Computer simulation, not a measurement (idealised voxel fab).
Herein follows the process module entitled voxel self aligned contacts.
The cross-section on display is named cut; it measures 200 nm wide, and its cells are 5 nm squares.
The cross-sections in this document take the form of a grid made of square cells. They are written out as bands, in order from top to bottom. Each band consists of one or more rows of cells. In this notation a band is specified by the heights of its top and bottom, in that order and in nm, after which its materials appear from left to right, each paired with its width in nm. The word "edge to edge" attached to a single material means that material fills the band from edge to edge; the word "empty" stands for empty space. Zero point of the height axis is 0; under it, received wafer = one material. Lowest band: continues down indefinitely, "0 down". A width given as "30 to 40" starts at the first number in the band's top row and ends at the second number in its bottom row, shifting by an equal amount at every step from row to row. When a step is marked "nothing got changed", none of the cells in the cross-section changed during that step. In "Closed void entries" the enclosed voids are listed, meaning empty spaces of 8 cells or larger without any opening to the top. The form is width x height at distance, distance from the left edge, units nm. The remark found on a step's line after its settings is issued by the simulator itself and pertains to that step. overlay nm: on a step with a mask, how far right of its planned place the mask lay; negative means left.

# The process steps that were planned are listed below
1) RECEIVE (material Si)
2) CONFORMAL_DEP (material SiO2; thk nm 5)
3) DIRECTIONAL_DEP (material polySi; thk nm 30)
4) DIRECTIONAL_DEP (material SiN; thk nm 20)
5) DIRECTIONAL_DEP (material aC; thk nm 15)
6) PATTERN (tone cover; mask id GATE; material resist; width nm 35; pitch nm 60; thk nm 35; overlay nm 0)
7) DIRECTIONAL_ETCH (etch materials aC; depth nm 15)
8) STRIP (etch materials resist)
9) DIRECTIONAL_ETCH (etch materials SiN; depth nm 20)
10) DIRECTIONAL_ETCH (etch materials polySi; depth nm 30)
11) STRIP (etch materials aC)
12) CONFORMAL_DEP (material SiN; thk nm 5)
13) DIRECTIONAL_ETCH (etch materials SiN; depth nm 5)
14) FILL_DEP (material SiO2; thk nm 15)
15) CMP (height nm 60)
16) MASKED_ETCH (tone open; mask id CONTACT; width nm 45; pitch nm 60; etch materials SiO2; depth nm 60; overlay nm 0)
17) CONFORMAL_DEP (material TiN; thk nm 5)
18) FILL_DEP (material Ru; thk nm 10)
19) CMP (height nm 60)
20) CONFORMAL_DEP (material SiCN; thk nm 5)

# Wafer cross-section on receipt, i.e. after step 1
- 0 down | Si edge to edge
- Closed void entries: none

# Below is the wafer in cross-section after the module was completed. It began from the starting point shown above and followed the plan shown above, except that one mistake was made while running it
- 65 to 60 | SiCN edge to edge
- 60 to 55 | SiO2 45 nm; TiN 20 nm; Ru 5 nm; TiN 20 nm; SiO2 15 nm; TiN 20 nm; Ru 5 nm; TiN 20 nm; SiO2 50 nm
- 55 to 35 | SiO2 15 nm; SiN 45 nm; TiN 5 nm; Ru 5 nm; TiN 5 nm; SiN 45 nm; TiN 5 nm; Ru 5 nm; TiN 5 nm; SiN 45 nm; SiO2 20 nm
- 35 to 20 | SiO2 15 nm; SiN 5 nm; polySi 35 nm; SiN 5 nm; TiN 5 nm; Ru 5 nm; TiN 5 nm; SiN 5 nm; polySi 35 nm; SiN 5 nm; TiN 5 nm; Ru 5 nm; TiN 5 nm; SiN 5 nm; polySi 35 nm; SiN 5 nm; SiO2 20 nm
- 20 to 15 | SiO2 15 nm; SiN 5 nm; polySi 35 nm; SiN 5 nm; TiN 15 nm; SiN 5 nm; polySi 35 nm; SiN 5 nm; TiN 15 nm; SiN 5 nm; polySi 35 nm; SiN 5 nm; SiO2 20 nm
- 15 to 5 | polySi edge to edge
- 5 to 0 | SiO2 edge to edge
- 0 down | Si edge to edge
- Closed void entries: none
Want to know what went wrong? off-plan run, step 10, actual operation and settings DIRECTIONAL_ETCH (etch materials polySi; depth nm 20)
